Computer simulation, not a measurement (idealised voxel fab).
This is a process module. Its name is voxel wiring stack.
In the cross-section labelled cut, the width is 185 nm and each square cell is 5 nm.
A cross-section is a grid of square cells, given in bands from the top down. A band is one or more rows of cells. Within each band entry, the heights of the top and of the bottom of the band appear first, in that order and in nm; the materials of the band then follow from left to right, each with its corresponding width in nm. The designation "full width" on a single material indicates that it fills the band from edge to edge; the designation "blank" indicates empty space. Heights are measured from 0, the level below which the as-received wafer is all one material; the lowest band has no bottom and continues downward, written as in "z 0 and below". When a width is written as two numbers, as in "30 to 40", the first number is the width in the top row of cells of the band and the second is the width in its bottom row, and the width changes by the same amount from each row to the next. "same as before" means the step left every cell of the cross-section as it was. Heads up: "Voids, sealed" only lists the empty pockets with no open path to the top that are 8 cells or more, and it writes them as width x height at distance, distance from the left edge, in nm. Text after the settings on a step's line: the simulator's own remark on that step. overlay nm: step with mask; distance mask lay right of planned place; negative value = left of planned place.

BELOW IS THE LIST OF PLANNED PROCESS STEPS
1 RECEIVE | material Si
2 CONFORMAL_DEP | material SiO2 | thk nm 10
3 DIRECTIONAL_DEP | material TiN | thk nm 5
4 DIRECTIONAL_DEP | material Ru | thk nm 25
5 MASKED_ETCH | tone cover | mask id METAL_1 | width nm 20 | pitch nm 45 | etch materials Ru | depth nm 25 | overlay nm 0
6 MASKED_ETCH | tone cover | mask id METAL_1 | width nm 20 | pitch nm 45 | etch materials TiN | depth nm 5 | overlay nm 0
7 CONFORMAL_DEP | material SiCN | thk nm 5
8 FILL_DEP | material SiO2 | thk nm 10
9 CMP | height nm 40
10 CONFORMAL_DEP | material SiCN | thk nm 5
11 DIRECTIONAL_DEP | material SiO2 | thk nm 15
12 MASKED_ETCH | tone open | mask id PLUG_1 | width nm 15 | pitch nm 45 | etch materials SiO2 | depth nm 15 | overlay nm 0
13 MASKED_ETCH | tone open | mask id PLUG_1 | width nm 15 | pitch nm 45 | etch materials SiCN | depth nm 5 | overlay nm 0
14 EPI | material Ru | thk nm 10
15 EPI | material Ru | thk nm 10
16 DIRECTIONAL_DEP | material TiN | thk nm 5
17 DIRECTIONAL_DEP | material Ru | thk nm 20
18 DIRECTIONAL_DEP | material aC | thk nm 15
19 PATTERN | tone cover | mask id METAL_2 | material resist | width nm 20 | pitch nm 45 | thk nm 30 | overlay nm 0
20 DIRECTIONAL_ETCH | etch materials aC | depth nm 15
21 STRIP | etch materials resist
22 DIRECTIONAL_ETCH | etch materials Ru | depth nm 20
23 DIRECTIONAL_ETCH | etch materials TiN | depth nm 5
24 STRIP | etch materials aC
25 FILL_DEP | material lowk | thk nm 5
26 CMP | height nm 85
27 CONFORMAL_DEP | material SiCN | thk nm 5

WHAT FOLLOWS COVERS THE FIRST OF TWO WAFERS; IT RAN AS PLANNED

CROSS-SECTION: WAFER ON ARRIVAL = AFTER STEP 1
- z 0 and below: Si full width
- Voids, sealed: none

CROSS-SECTION OF THE WAFER AFTER STEP 2
- z 10 to 0: SiO2 full width
- For the remainder of the cross-section, below 0, there is no change.

CROSS-SECTION OF THE WAFER AFTER STEP 3
- z 15 to 10: TiN full width
- For the remainder of the cross-section, below 10, there is no change.

CROSS-SECTION OF THE WAFER AFTER STEP 4
- z 40 to 15: Ru full width
- For the remainder of the cross-section, below 15, there is no change.

CROSS-SECTION OF THE WAFER AFTER STEP 5
- z 40 to 15: blank: 35, then Ru: 20, then blank: 25, then Ru: 20, then blank: 25, then Ru: 20, then blank: 40
- For the remainder of the cross-section, below 15, there is no change.

CROSS-SECTION OF THE WAFER AFTER STEP 6
- z 40 to 15: blank: 35, then Ru: 20, then blank: 25, then Ru: 20, then blank: 25, then Ru: 20, then blank: 40
- z 15 to 10: blank: 35, then TiN: 20, then blank: 25, then TiN: 20, then blank: 25, then TiN: 20, then blank: 40
- For the remainder of the cross-section, below 10, there is no change.

CROSS-SECTION OF THE WAFER AFTER STEP 7
- z 45 to 40: blank: 30, then SiCN: 30, then blank: 15, then SiCN: 30, then blank: 15, then SiCN: 30, then blank: 35
- z 40 to 15: blank: 30, then SiCN: 5, then Ru: 20, then SiCN: 5, then blank: 15, then SiCN: 5, then Ru: 20, then SiCN: 5, then blank: 15, then SiCN: 5, then Ru: 20, then SiCN: 5, then blank: 35
- z 15 to 10: SiCN: 35, then TiN: 20, then SiCN: 25, then TiN: 20, then SiCN: 25, then TiN: 20, then SiCN: 40
- For the remainder of the cross-section, below 10, there is no change.

CROSS-SECTION OF THE WAFER AFTER STEP 8
- z 55 to 45: SiO2 full width
- z 45 to 40: SiO2: 30, then SiCN: 30, then SiO2: 15, then SiCN: 30, then SiO2: 15, then SiCN: 30, then SiO2: 35
- z 40 to 15: SiO2: 30, then SiCN: 5, then Ru: 20, then SiCN: 5, then SiO2: 15, then SiCN: 5, then Ru: 20, then SiCN: 5, then SiO2: 15, then SiCN: 5, then Ru: 20, then SiCN: 5, then SiO2: 35
- For the remainder of the cross-section, below 15, there is no change.

CROSS-SECTION OF THE WAFER AFTER STEP 9
- z 40 to 15: SiO2: 30, then SiCN: 5, then Ru: 20, then SiCN: 5, then SiO2: 15, then SiCN: 5, then Ru: 20, then SiCN: 5, then SiO2: 15, then SiCN: 5, then Ru: 20, then SiCN: 5, then SiO2: 35
- For the remainder of the cross-section, below 15, there is no change.

CROSS-SECTION OF THE WAFER AFTER STEP 10
- z 45 to 40: SiCN full width
- For the remainder of the cross-section, below 40, there is no change.

CROSS-SECTION OF THE WAFER AFTER STEP 11
- z 60 to 45: SiO2 full width
- For the remainder of the cross-section, below 45, there is no change.

CROSS-SECTION OF THE WAFER AFTER STEP 12
- z 60 to 45: SiO2: 35, then blank: 15, then SiO2: 30, then blank: 15, then SiO2: 30, then blank: 15, then SiO2: 45
- For the remainder of the cross-section, below 45, there is no change.

CROSS-SECTION OF THE WAFER AFTER STEP 13
- z 60 to 45: SiO2: 35, then blank: 15, then SiO2: 30, then blank: 15, then SiO2: 30, then blank: 15, then SiO2: 45
- z 45 to 40: SiCN: 35, then blank: 15, then SiCN: 30, then blank: 15, then SiCN: 30, then blank: 15, then SiCN: 45
- For the remainder of the cross-section, below 40, there is no change.

CROSS-SECTION OF THE WAFER AFTER STEP 14
- z 60 to 50: SiO2: 35, then blank: 15, then SiO2: 30, then blank: 15, then SiO2: 30, then blank: 15, then SiO2: 45
- z 50 to 45: SiO2: 35, then Ru: 15, then SiO2: 30, then Ru: 15, then SiO2: 30, then Ru: 15, then SiO2: 45
- z 45 to 40: SiCN: 35, then Ru: 15, then SiCN: 30, then Ru: 15, then SiCN: 30, then Ru: 15, then SiCN: 45
- For the remainder of the cross-section, below 40, there is no change.

CROSS-SECTION OF THE WAFER AFTER STEP 15
- z 60 to 45: SiO2: 35, then Ru: 15, then SiO2: 30, then Ru: 15, then SiO2: 30, then Ru: 15, then SiO2: 45
- For the remainder of the cross-section, below 45, there is no change.

CROSS-SECTION OF THE WAFER AFTER STEP 16
- z 65 to 60: TiN full width
- For the remainder of the cross-section, below 60, there is no change.

CROSS-SECTION OF THE WAFER AFTER STEP 17
- z 85 to 65: Ru full width
- For the remainder of the cross-section, below 65, there is no change.

CROSS-SECTION OF THE WAFER AFTER STEP 18
- z 100 to 85: aC full width
- For the remainder of the cross-section, below 85, there is no change.

CROSS-SECTION OF THE WAFER AFTER STEP 19
- z 130 to 100: blank: 35, then resist: 20, then blank: 25, then resist: 20, then blank: 25, then resist: 20, then blank: 40
- For the remainder of the cross-section, below 100, there is no change.

CROSS-SECTION OF THE WAFER AFTER STEP 20
- z 115 to 100: blank: 35, then resist: 20, then blank: 25, then resist: 20, then blank: 25, then resist: 20, then blank: 40
- z 100 to 85: blank: 35, then aC: 20, then blank: 25, then aC: 20, then blank: 25, then aC: 20, then blank: 40
- For the remainder of the cross-section, below 85, there is no change.

CROSS-SECTION OF THE WAFER AFTER STEP 21
- z 100 to 85: blank: 35, then aC: 20, then blank: 25, then aC: 20, then blank: 25, then aC: 20, then blank: 40
- For the remainder of the cross-section, below 85, there is no change.

CROSS-SECTION OF THE WAFER AFTER STEP 22
- z 100 to 85: blank: 35, then aC: 20, then blank: 25, then aC: 20, then blank: 25, then aC: 20, then blank: 40
- z 85 to 65: blank: 35, then Ru: 20, then blank: 25, then Ru: 20, then blank: 25, then Ru: 20, then blank: 40
- For the remainder of the cross-section, below 65, there is no change.

CROSS-SECTION OF THE WAFER AFTER STEP 23
- z 100 to 85: blank: 35, then aC: 20, then blank: 25, then aC: 20, then blank: 25, then aC: 20, then blank: 40
- z 85 to 65: blank: 35, then Ru: 20, then blank: 25, then Ru: 20, then blank: 25, then Ru: 20, then blank: 40
- z 65 to 60: blank: 35, then TiN: 20, then blank: 25, then TiN: 20, then blank: 25, then TiN: 20, then blank: 40
- For the remainder of the cross-section, below 60, there is no change.

CROSS-SECTION OF THE WAFER AFTER STEP 24
- z 85 to 65: blank: 35, then Ru: 20, then blank: 25, then Ru: 20, then blank: 25, then Ru: 20, then blank: 40
- For the remainder of the cross-section, below 65, there is no change.

CROSS-SECTION OF THE WAFER AFTER STEP 25
- z 90 to 85: lowk full width
- z 85 to 65: lowk: 35, then Ru: 20, then lowk: 25, then Ru: 20, then lowk: 25, then Ru: 20, then lowk: 40
- z 65 to 60: lowk: 35, then TiN: 20, then lowk: 25, then TiN: 20, then lowk: 25, then TiN: 20, then lowk: 40
- For the remainder of the cross-section, below 60, there is no change.

CROSS-SECTION OF THE WAFER AFTER STEP 26
- z 85 to 65: lowk: 35, then Ru: 20, then lowk: 25, then Ru: 20, then lowk: 25, then Ru: 20, then lowk: 40
- For the remainder of the cross-section, below 65, there is no change.

CROSS-SECTION OF THE WAFER AFTER STEP 27
- z 90 to 85: SiCN full width
- For the remainder of the cross-section, below 85, there is no change.

SECOND WAFER. START AND PLAN AS FOR THE FIRST. ONE MISTAKE MADE IN RUNNING. AGREES WITH THE FIRST UP TO AND INCLUDING STEP 5

CROSS-SECTIONAL REPRESENTATION OF THE SECOND WAFER AT THE TIME DESIGNATED IN THE PLAN FOR THE COMPLETION OF STEP 6
- z 40 to 15: blank: 35, then Ru: 20, then blank: 25, then Ru: 20, then blank: 25, then Ru: 20, then blank: 40
- z 15 to 10: blank: 35, then TiN: 30, then blank: 15, then TiN: 30, then blank: 15, then TiN: 30, then blank: 30
- For the remainder of the cross-section, below 10, there is no change.

CROSS-SECTIONAL REPRESENTATION OF THE SECOND WAFER AT THE TIME DESIGNATED IN THE PLAN FOR THE COMPLETION OF STEP 7
- z 45 to 40: blank: 30, then SiCN: 30, then blank: 15, then SiCN: 30, then blank: 15, then SiCN: 30, then blank: 35
- z 40 to 20: blank: 30, then SiCN: 5, then Ru: 20, then SiCN: 5, then blank: 15, then SiCN: 5, then Ru: 20, then SiCN: 5, then blank: 15, then SiCN: 5, then Ru: 20, then SiCN: 5, then blank: 35
- z 20 to 15: blank: 30, then SiCN: 5, then Ru: 20, then SiCN: 15, then blank: 5, then SiCN: 5, then Ru: 20, then SiCN: 15, then blank: 5, then SiCN: 5, then Ru: 20, then SiCN: 15, then blank: 25
- z 15 to 10: SiCN: 35, then TiN: 30, then SiCN: 15, then TiN: 30, then SiCN: 15, then TiN: 30, then SiCN: 30
- For the remainder of the cross-section, below 10, there is no change.

CROSS-SECTIONAL REPRESENTATION OF THE SECOND WAFER AT THE TIME DESIGNATED IN THE PLAN FOR THE COMPLETION OF STEP 8
- z 55 to 45: SiO2 full width
- z 45 to 40: SiO2: 30, then SiCN: 30, then SiO2: 15, then SiCN: 30, then SiO2: 15, then SiCN: 30, then SiO2: 35
- z 40 to 20: SiO2: 30, then SiCN: 5, then Ru: 20, then SiCN: 5, then SiO2: 15, then SiCN: 5, then Ru: 20, then SiCN: 5, then SiO2: 15, then SiCN: 5, then Ru: 20, then SiCN: 5, then SiO2: 35
- z 20 to 15: SiO2: 30, then SiCN: 5, then Ru: 20, then SiCN: 15, then SiO2: 5, then SiCN: 5, then Ru: 20, then SiCN: 15, then SiO2: 5, then SiCN: 5, then Ru: 20, then SiCN: 15, then SiO2: 25
- For the remainder of the cross-section, below 15, there is no change.

CROSS-SECTIONAL REPRESENTATION OF THE SECOND WAFER AT THE TIME DESIGNATED IN THE PLAN FOR THE COMPLETION OF STEP 9
- z 40 to 20: SiO2: 30, then SiCN: 5, then Ru: 20, then SiCN: 5, then SiO2: 15, then SiCN: 5, then Ru: 20, then SiCN: 5, then SiO2: 15, then SiCN: 5, then Ru: 20, then SiCN: 5, then SiO2: 35
- For the remainder of the cross-section, below 20, there is no change.

CROSS-SECTIONAL REPRESENTATION OF THE SECOND WAFER AT THE TIME DESIGNATED IN THE PLAN FOR THE COMPLETION OF STEP 10
- z 45 to 40: SiCN full width
- For the remainder of the cross-section, below 40, there is no change.

CROSS-SECTIONAL REPRESENTATION OF THE SECOND WAFER AT THE TIME DESIGNATED IN THE PLAN FOR THE COMPLETION OF STEP 11
- z 60 to 45: SiO2 full width
- For the remainder of the cross-section, below 45, there is no change.

CROSS-SECTIONAL REPRESENTATION OF THE SECOND WAFER AT THE TIME DESIGNATED IN THE PLAN FOR THE COMPLETION OF STEP 12
- z 60 to 45: SiO2: 35, then blank: 15, then SiO2: 30, then blank: 15, then SiO2: 30, then blank: 15, then SiO2: 45
- For the remainder of the cross-section, below 45, there is no change.

CROSS-SECTIONAL REPRESENTATION OF THE SECOND WAFER AT THE TIME DESIGNATED IN THE PLAN FOR THE COMPLETION OF STEP 13
- z 60 to 45: SiO2: 35, then blank: 15, then SiO2: 30, then blank: 15, then SiO2: 30, then blank: 15, then SiO2: 45
- z 45 to 40: SiCN: 35, then blank: 15, then SiCN: 30, then blank: 15, then SiCN: 30, then blank: 15, then SiCN: 45
- For the remainder of the cross-section, below 40, there is no change.

CROSS-SECTIONAL REPRESENTATION OF THE SECOND WAFER AT THE TIME DESIGNATED IN THE PLAN FOR THE COMPLETION OF STEP 14
- z 60 to 50: SiO2: 35, then blank: 15, then SiO2: 30, then blank: 15, then SiO2: 30, then blank: 15, then SiO2: 45
- z 50 to 45: SiO2: 35, then Ru: 15, then SiO2: 30, then Ru: 15, then SiO2: 30, then Ru: 15, then SiO2: 45
- z 45 to 40: SiCN: 35, then Ru: 15, then SiCN: 30, then Ru: 15, then SiCN: 30, then Ru: 15, then SiCN: 45
- For the remainder of the cross-section, below 40, there is no change.

CROSS-SECTIONAL REPRESENTATION OF THE SECOND WAFER AT THE TIME DESIGNATED IN THE PLAN FOR THE COMPLETION OF STEP 15
- z 60 to 45: SiO2: 35, then Ru: 15, then SiO2: 30, then Ru: 15, then SiO2: 30, then Ru: 15, then SiO2: 45
- For the remainder of the cross-section, below 45, there is no change.

CROSS-SECTIONAL REPRESENTATION OF THE SECOND WAFER AT THE TIME DESIGNATED IN THE PLAN FOR THE COMPLETION OF STEP 16
- z 65 to 60: TiN full width
- For the remainder of the cross-section, below 60, there is no change.

CROSS-SECTIONAL REPRESENTATION OF THE SECOND WAFER AT THE TIME DESIGNATED IN THE PLAN FOR THE COMPLETION OF STEP 17
- z 85 to 65: Ru full width
- For the remainder of the cross-section, below 65, there is no change.

CROSS-SECTIONAL REPRESENTATION OF THE SECOND WAFER AT THE TIME DESIGNATED IN THE PLAN FOR THE COMPLETION OF STEP 18
- z 100 to 85: aC full width
- For the remainder of the cross-section, below 85, there is no change.

CROSS-SECTIONAL REPRESENTATION OF THE SECOND WAFER AT THE TIME DESIGNATED IN THE PLAN FOR THE COMPLETION OF STEP 19
- z 130 to 100: blank: 35, then resist: 20, then blank: 25, then resist: 20, then blank: 25, then resist: 20, then blank: 40
- For the remainder of the cross-section, below 100, there is no change.

CROSS-SECTIONAL REPRESENTATION OF THE SECOND WAFER AT THE TIME DESIGNATED IN THE PLAN FOR THE COMPLETION OF STEP 20
- z 115 to 100: blank: 35, then resist: 20, then blank: 25, then resist: 20, then blank: 25, then resist: 20, then blank: 40
- z 100 to 85: blank: 35, then aC: 20, then blank: 25, then aC: 20, then blank: 25, then aC: 20, then blank: 40
- For the remainder of the cross-section, below 85, there is no change.

CROSS-SECTIONAL REPRESENTATION OF THE SECOND WAFER AT THE TIME DESIGNATED IN THE PLAN FOR THE COMPLETION OF STEP 21
- z 100 to 85: blank: 35, then aC: 20, then blank: 25, then aC: 20, then blank: 25, then aC: 20, then blank: 40
- For the remainder of the cross-section, below 85, there is no change.

CROSS-SECTIONAL REPRESENTATION OF THE SECOND WAFER AT THE TIME DESIGNATED IN THE PLAN FOR THE COMPLETION OF STEP 22
- z 100 to 85: blank: 35, then aC: 20, then blank: 25, then aC: 20, then blank: 25, then aC: 20, then blank: 40
- z 85 to 65: blank: 35, then Ru: 20, then blank: 25, then Ru: 20, then blank: 25, then Ru: 20, then blank: 40
- For the remainder of the cross-section, below 65, there is no change.

CROSS-SECTIONAL REPRESENTATION OF THE SECOND WAFER AT THE TIME DESIGNATED IN THE PLAN FOR THE COMPLETION OF STEP 23
- z 100 to 85: blank: 35, then aC: 20, then blank: 25, then aC: 20, then blank: 25, then aC: 20, then blank: 40
- z 85 to 65: blank: 35, then Ru: 20, then blank: 25, then Ru: 20, then blank: 25, then Ru: 20, then blank: 40
- z 65 to 60: blank: 35, then TiN: 20, then blank: 25, then TiN: 20, then blank: 25, then TiN: 20, then blank: 40
- For the remainder of the cross-section, below 60, there is no change.

CROSS-SECTIONAL REPRESENTATION OF THE SECOND WAFER AT THE TIME DESIGNATED IN THE PLAN FOR THE COMPLETION OF STEP 24
- z 85 to 65: blank: 35, then Ru: 20, then blank: 25, then Ru: 20, then blank: 25, then Ru: 20, then blank: 40
- For the remainder of the cross-section, below 65, there is no change.

CROSS-SECTIONAL REPRESENTATION OF THE SECOND WAFER AT THE TIME DESIGNATED IN THE PLAN FOR THE COMPLETION OF STEP 25
- z 90 to 85: lowk full width
- z 85 to 65: lowk: 35, then Ru: 20, then lowk: 25, then Ru: 20, then lowk: 25, then Ru: 20, then lowk: 40
- z 65 to 60: lowk: 35, then TiN: 20, then lowk: 25, then TiN: 20, then lowk: 25, then TiN: 20, then lowk: 40
- For the remainder of the cross-section, below 60, there is no change.

CROSS-SECTIONAL REPRESENTATION OF THE SECOND WAFER AT THE TIME DESIGNATED IN THE PLAN FOR THE COMPLETION OF STEP 26
- z 85 to 65: lowk: 35, then Ru: 20, then lowk: 25, then Ru: 20, then lowk: 25, then Ru: 20, then lowk: 40
- For the remainder of the cross-section, below 65, there is no change.

CROSS-SECTIONAL REPRESENTATION OF THE SECOND WAFER AT THE TIME DESIGNATED IN THE PLAN FOR THE COMPLETION OF STEP 27
- z 90 to 85: SiCN full width
- For the remainder of the cross-section, below 85, there is no change.
Finding, execution versus plan: note that step 6 departed from the planned setting and was carried out as MASKED_ETCH | tone cover | mask id METAL_1 | width nm 20 | pitch nm 45 | etch materials TiN | depth nm 5 | overlay nm 10
Cell-count delta at end, second wafer over first, by material: SiO2 -6, TiN +6
